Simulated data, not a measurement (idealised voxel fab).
process module | voxel fin reveal
cross-section cut | 270 nm wide | cells 5 nm
A cross-section is a grid of square cells, given in bands from the top down. A band is one or more rows of cells.
Each band's line starts with the height of the band's top and of its bottom, in nm. Then come its materials from left to right, each with its width in nm. One material with "throughout" fills the band from edge to edge. "air" is empty space.
Height 0 is the level under which the wafer as received is all one material. The lowest band goes on downwards, as in "0 down".
A width such as "30 to 40" changes by the same amount from each row of cells to the next, from the band's top row to its bottom row.
"no change" after a step means that no cell of the cross-section changed.
closed voids: empty space of 8 cells or more with no open way to the top, each as width x height at its distance from the left edge, in nm
after a step's settings: what the simulator itself notes on the step
overlay nm, on a step with a mask: how far to the right of its planned place the mask lay; to the left if negative
plan
1 op RECEIVE | material Si
2 op CONFORMAL_DEP | material SiN | thk nm 10
3 op DIRECTIONAL_DEP | material aC | thk nm 15
4 op PATTERN | tone cover | mask id FINS | material resist | width nm 15 | pitch nm 35 | thk nm 35 | overlay nm 0
5 op DIRECTIONAL_ETCH | etch materials aC | depth nm 15
6 op STRIP | etch materials resist
7 op DIRECTIONAL_ETCH | etch materials SiN | depth nm 10
8 op DIRECTIONAL_ETCH | etch materials Si | depth nm 40
9 op STRIP | etch materials aC
10 op FILL_DEP | material SiO2 | thk nm 10
11 op CMP | height nm 10
12 op SELECTIVE_ETCH | etch materials SiO2 | depth nm 20
13 op STRIP | etch materials SiN
first wafer, as planned
as received, after step 1
  0 down: Si throughout
  closed voids: none
after step 2
  10 to 0: SiN throughout
  below 0: unchanged
after step 3
  25 to 10: aC throughout
  below 10: unchanged
after step 4
  60 to 25: air 110 | resist 15 | air 20 | resist 15 | air 110
  below 25: unchanged
after step 5
  45 to 25: air 110 | resist 15 | air 20 | resist 15 | air 110
  25 to 10: air 110 | aC 15 | air 20 | aC 15 | air 110
  below 10: unchanged
after step 6
  25 to 10: air 110 | aC 15 | air 20 | aC 15 | air 110
  below 10: unchanged
after step 7
  25 to 10: air 110 | aC 15 | air 20 | aC 15 | air 110
  10 to 0: air 110 | SiN 15 | air 20 | SiN 15 | air 110
  below 0: unchanged
after step 8
  25 to 10: air 110 | aC 15 | air 20 | aC 15 | air 110
  10 to 0: air 110 | SiN 15 | air 20 | SiN 15 | air 110
  0 to -40: air 110 | Si 15 | air 20 | Si 15 | air 110
  below -40: unchanged
after step 9
  10 to 0: air 110 | SiN 15 | air 20 | SiN 15 | air 110
  below 0: unchanged
after step 10
  20 to 10: SiO2 throughout
  10 to 0: SiO2 110 | SiN 15 | SiO2 20 | SiN 15 | SiO2 110
  0 to -40: SiO2 110 | Si 15 | SiO2 20 | Si 15 | SiO2 110
  below -40: unchanged
after step 11
  10 to 0: SiO2 110 | SiN 15 | SiO2 20 | SiN 15 | SiO2 110
  below 0: unchanged
after step 12
  10 to 0: air 110 | SiN 15 | air 20 | SiN 15 | air 110
  0 to -10: air 110 | Si 15 | air 20 | Si 15 | air 110
  below -10: unchanged
after step 13
  0 to -10: air 110 | Si 15 | air 20 | Si 15 | air 110
  below -10: unchanged
second wafer: like start, like plan, one mistake. Through step 3 it matches the first wafer
when step 4 should have ended
  60 to 25: air 120 | resist 15 | air 20 | resist 15 | air 100
  below 25: unchanged
when step 5 should have ended
  45 to 25: air 120 | resist 15 | air 20 | resist 15 | air 100
  25 to 10: air 120 | aC 15 | air 20 | aC 15 | air 100
  below 10: unchanged
when step 6 should have ended
  25 to 10: air 120 | aC 15 | air 20 | aC 15 | air 100
  below 10: unchanged
when step 7 should have ended
  25 to 10: air 120 | aC 15 | air 20 | aC 15 | air 100
  10 to 0: air 120 | SiN 15 | air 20 | SiN 15 | air 100
  below 0: unchanged
when step 8 should have ended
  25 to 10: air 120 | aC 15 | air 20 | aC 15 | air 100
  10 to 0: air 120 | SiN 15 | air 20 | SiN 15 | air 100
  0 to -40: air 120 | Si 15 | air 20 | Si 15 | air 100
  below -40: unchanged
when step 9 should have ended
  10 to 0: air 120 | SiN 15 | air 20 | SiN 15 | air 100
  below 0: unchanged
when step 10 should have ended
  20 to 10: SiO2 throughout
  10 to 0: SiO2 120 | SiN 15 | SiO2 20 | SiN 15 | SiO2 100
  0 to -40: SiO2 120 | Si 15 | SiO2 20 | Si 15 | SiO2 100
  below -40: unchanged
when step 11 should have ended
  10 to 0: SiO2 120 | SiN 15 | SiO2 20 | SiN 15 | SiO2 100
  below 0: unchanged
when step 12 should have ended
  10 to 0: air 120 | SiN 15 | air 20 | SiN 15 | air 100
  0 to -10: air 120 | Si 15 | air 20 | Si 15 | air 100
  below -10: unchanged
when step 13 should have ended
  0 to -10: air 120 | Si 15 | air 20 | Si 15 | air 100
  below -10: unchanged
what went wrong: step 4 ran as: op PATTERN | tone cover | mask id FINS | material resist | width nm 15 | pitch nm 35 | thk nm 35 | overlay nm 10
at the end the second wafer has, in cells: as many of each material as the first, in other places
